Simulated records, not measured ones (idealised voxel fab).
process module | voxel transistor to metal
cross-section cut | 140 nm wide | cells 5 nm
A cross-section is a grid of square cells, given in bands from the top down. A band is one or more rows of cells.
Each band's line starts with the height of the band's top and of its bottom, in nm. Then come its materials from left to right, each with its width in nm. One material with "throughout" fills the band from edge to edge. "air" is empty space.
Height 0 is the level under which the wafer as received is all one material. The lowest band goes on downwards, as in "0 down".
A width such as "30 to 40" changes by the same amount from each row of cells to the next, from the band's top row to its bottom row.
"no change" after a step means that no cell of the cross-section changed.
closed voids: empty space of 8 cells or more with no open way to the top, each as width x height at its distance from the left edge, in nm
after a step's settings: what the simulator itself notes on the step
overlay nm, on a step with a mask: how far to the right of its planned place the mask lay; to the left if negative
plan
1 op RECEIVE | material Si
2 op OXIDIZE | depth nm 5
3 op CONFORMAL_DEP | material SiN | thk nm 15
4 op PATTERN | tone cover | mask id ACTIVE | material resist | width nm 100 | thk nm 15 | overlay nm 0
5 op DIRECTIONAL_ETCH | etch materials SiN | depth nm 15
6 op DIRECTIONAL_ETCH | etch materials SiO2 | depth nm 5
7 op DIRECTIONAL_ETCH | etch materials Si | depth nm 30
8 op STRIP | etch materials resist
9 op OXIDIZE | depth nm 5
10 op FILL_DEP | material SiO2 | thk nm 10
11 op CMP | height nm 15
12 op SELECTIVE_ETCH | etch materials SiO2 | depth nm 5
13 op STRIP | etch materials SiN
14 op SELECTIVE_ETCH | etch materials SiO2 | depth nm 5
15 op OXIDIZE | depth nm 5
16 op DIRECTIONAL_DEP | material polySi | thk nm 20
17 op DIRECTIONAL_DEP | material SiCN | thk nm 15
18 op DIRECTIONAL_DEP | material aC | thk nm 15
19 op PATTERN | tone cover | mask id GATE | material resist | width nm 20 | thk nm 35 | overlay nm -15
20 op DIRECTIONAL_ETCH | etch materials aC | depth nm 15
21 op STRIP | etch materials resist
22 op DIRECTIONAL_ETCH | etch materials SiCN | depth nm 25
23 op DIRECTIONAL_ETCH | etch materials polySi | depth nm 30
24 op STRIP | etch materials aC
25 op CONFORMAL_DEP | material SiN | thk nm 10
26 op DIRECTIONAL_ETCH | etch materials SiN | depth nm 10
27 op DIRECTIONAL_ETCH | etch materials SiO2 | depth nm 5
28 op DIRECTIONAL_ETCH | etch materials Si | depth nm 15
29 op EPI | material nSi | thk nm 15
30 op FILL_DEP | material SiO2 | thk nm 10
31 op CMP | height nm 30
32 op DIRECTIONAL_DEP | material SiO2 | thk nm 10
33 op DIRECTIONAL_DEP | material aC | thk nm 15
34 op PATTERN | tone open | mask id CONTACT | material resist | width nm 25 | pitch nm 55 | thk nm 35 | overlay nm 0
35 op DIRECTIONAL_ETCH | etch materials aC | depth nm 15
36 op STRIP | etch materials resist
37 op DIRECTIONAL_ETCH | etch materials SiO2 | depth nm 50
38 op STRIP | etch materials aC
39 op CONFORMAL_DEP | material TiN | thk nm 5
40 op FILL_DEP | material W | thk nm 10
41 op CMP | height nm 40
42 op CONFORMAL_DEP | material SiN | thk nm 5
43 op DIRECTIONAL_DEP | material SiO2 | thk nm 25
44 op MASKED_ETCH | tone open | mask id METAL_1 | width nm 15 | pitch nm 65 | etch materials SiO2 | depth nm 25 | overlay nm 0
45 op MASKED_ETCH | tone open | mask id METAL_1 | width nm 15 | pitch nm 65 | etch materials SiN | depth nm 5 | overlay nm 0
46 op CONFORMAL_DEP | material TiN | thk nm 5
47 op FILL_DEP | material Ru | thk nm 10
48 op CMP | height nm 70
49 op CONFORMAL_DEP | material SiCN | thk nm 5
50 op DIRECTIONAL_DEP | material lowk | thk nm 25
51 op PATTERN | tone open | mask id METAL_2 | material resist | width nm 15 | pitch nm 65 | thk nm 15 | overlay nm 0
52 op DIRECTIONAL_ETCH | etch materials lowk | depth nm 15
53 op STRIP | etch materials resist
54 op PATTERN | tone open | mask id METAL_2_HOLES | material resist | width nm 15 | pitch nm 65 | thk nm 20 | overlay nm 0
55 op DIRECTIONAL_ETCH | etch materials lowk | depth nm 10
56 op DIRECTIONAL_ETCH | etch materials SiCN | depth nm 5
57 op STRIP | etch materials resist
58 op CONFORMAL_DEP | material TiN | thk nm 5
59 op FILL_DEP | material Cu | thk nm 10
60 op CMP | height nm 100
61 op CONFORMAL_DEP | material SiN | thk nm 5
varied across the wafers: overlay nm of step 19. The plan shows the first wafer's value. All wafers start alike
first wafer as received, after step 1
  0 down: Si throughout
  closed voids: none
each wafer at the end: cells of each material gained (+) or lost (-) since it was received, then its closed voids
overlay nm -15 | +10 Cu | +10 Ru | -146 Si | +34 SiCN | +86 SiN | +309 SiO2 | +87 TiN | +27 W | +110 lowk | +45 nSi | +16 polySi | closed voids: none
overlay nm -10 | +10 Cu | +10 Ru | -146 Si | +34 SiCN | +86 SiN | +304 SiO2 | +92 TiN | +24 W | +110 lowk | +48 nSi | +16 polySi | closed voids: none
overlay nm -5 | +10 Cu | +10 Ru | -146 Si | +34 SiCN | +86 SiN | +302 SiO2 | +92 TiN | +26 W | +110 lowk | +48 nSi | +16 polySi | closed voids: none
overlay nm 0 | +10 Cu | +10 Ru | -146 Si | +34 SiCN | +86 SiN | +302 SiO2 | +92 TiN | +26 W | +110 lowk | +48 nSi | +16 polySi | closed voids: none
overlay nm 5 | +10 Cu | +10 Ru | -146 Si | +34 SiCN | +86 SiN | +302 SiO2 | +92 TiN | +26 W | +110 lowk | +48 nSi | +16 polySi | closed voids: none
overlay nm 10 | +10 Cu | +10 Ru | -146 Si | +34 SiCN | +86 SiN | +304 SiO2 | +92 TiN | +24 W | +110 lowk | +48 nSi | +16 polySi | closed voids: none
overlay nm 15 | +10 Cu | +10 Ru | -146 Si | +34 SiCN | +86 SiN | +309 SiO2 | +87 TiN | +27 W | +110 lowk | +45 nSi | +16 polySi | closed voids: none
